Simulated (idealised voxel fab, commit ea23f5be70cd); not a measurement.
The name of this process module is voxel self aligned contacts.
Xsec cut, 260 nm wide, square cell size 5 nm.
Think of the cross-section as a grid of square cells. We describe it in bands, top to bottom, and each band covers one or more rows of those cells.
In this notation a band is specified by the heights of its top and bottom, in that order and in nm, after which its materials appear from left to right, each paired with its width in nm. The word "everywhere" attached to a single material means that material fills the band from edge to edge; the word "blank" stands for empty space.
Beneath 0, the wafer as received is one material, and that level is where height counting begins. The lowest band goes on downward without a bottom; it is written like "top 0, no bottom".
The expression "30..40" gives the width at the extremes of the band, the first number at its top row of cells and the second at its bottom row, with the width changing by equal amounts from each row to the next in between.
"identical to before" for a step: no cell of the cross-section changed in that step.
Entry "Tabulated closed voids". Content: empty spaces with no open connection to the top, size 8 cells or greater. Each: width x height at distance. Distance: from left edge. Unit: nm.
Past the settings on a step's line: simulator remark, on that step.
overlay nm: step with mask; distance mask lay right of planned place; negative value = left of planned place.
Set out below are the planned steps of the process:
| 1 | RECEIVE (material Si) |
| 2 | CONFORMAL_DEP (material SiO2; thk nm 5) |
| 3 | DIRECTIONAL_DEP (material polySi; thk nm 20) |
| 4 | DIRECTIONAL_DEP (material SiN; thk nm 20) |
| 5 | DIRECTIONAL_DEP (material aC; thk nm 10) |
| 6 | PATTERN (tone cover; mask id GATE; material resist; width nm 30; pitch nm 70; thk nm 25; overlay nm 0) |
| 7 | DIRECTIONAL_ETCH (etch materials aC; depth nm 10) |
| 8 | STRIP (etch materials resist) |
| 9 | DIRECTIONAL_ETCH (etch materials SiN; depth nm 20) |
| 10 | DIRECTIONAL_ETCH (etch materials polySi; depth nm 20) |
| 11 | STRIP (etch materials aC) |
| 12 | CONFORMAL_DEP (material SiN; thk nm 10) |
| 13 | DIRECTIONAL_ETCH (etch materials SiN; depth nm 10) |
| 14 | FILL_DEP (material SiO2; thk nm 20) |
| 15 | CMP (height nm 55) |
| 16 | MASKED_ETCH (tone open; mask id CONTACT; width nm 50; pitch nm 70; etch materials SiO2; depth nm 55; overlay nm 0) |
| 17 | CONFORMAL_DEP (material TiN; thk nm 5) |
| 18 | FILL_DEP (material W; thk nm 5) |
| 19 | CMP (height nm 55) |
| 20 | CONFORMAL_DEP (material SiN; thk nm 5) |
Cross-section of the wafer as it came to us, i.e., already through step 1:
  top 0, no bottom | Si everywhere
  Tabulated closed voids: none
Wafer cross-section at end of module: start and plan as shown above, one execution error:
  top 60, bottom 55 | SiN everywhere
  top 55, bottom 45 | SiO2: 70; TiN: 5; W: 40; TiN: 5; SiO2: 20; TiN: 5; W: 40; TiN: 5; SiO2: 70
  top 45, bottom 40 | SiO2: 70; TiN: 15; W: 20; TiN: 15; SiO2: 20; TiN: 15; W: 20; TiN: 15; SiO2: 70
  top 40, bottom 25 | SiO2: 40; SiN: 40; TiN: 5; W: 20; TiN: 5; SiN: 40; TiN: 5; W: 20; TiN: 5; SiN: 40; SiO2: 40
  top 25, bottom 5 | SiO2: 40; SiN: 5; polySi: 30; SiN: 5; TiN: 5; W: 20; TiN: 5; SiN: 5; polySi: 30; SiN: 5; TiN: 5; W: 20; TiN: 5; SiN: 5; polySi: 30; SiN: 5; SiO2: 40
  top 5, bottom 0 | SiO2: 80; TiN: 30; SiO2: 40; TiN: 30; SiO2: 80
  top 0, no bottom | Si everywhere
  Tabulated closed voids: none
Misprocessing identified: step 12 was processed under conditions differing from the plan, specifically as CONFORMAL_DEP (material SiN; thk nm 5)
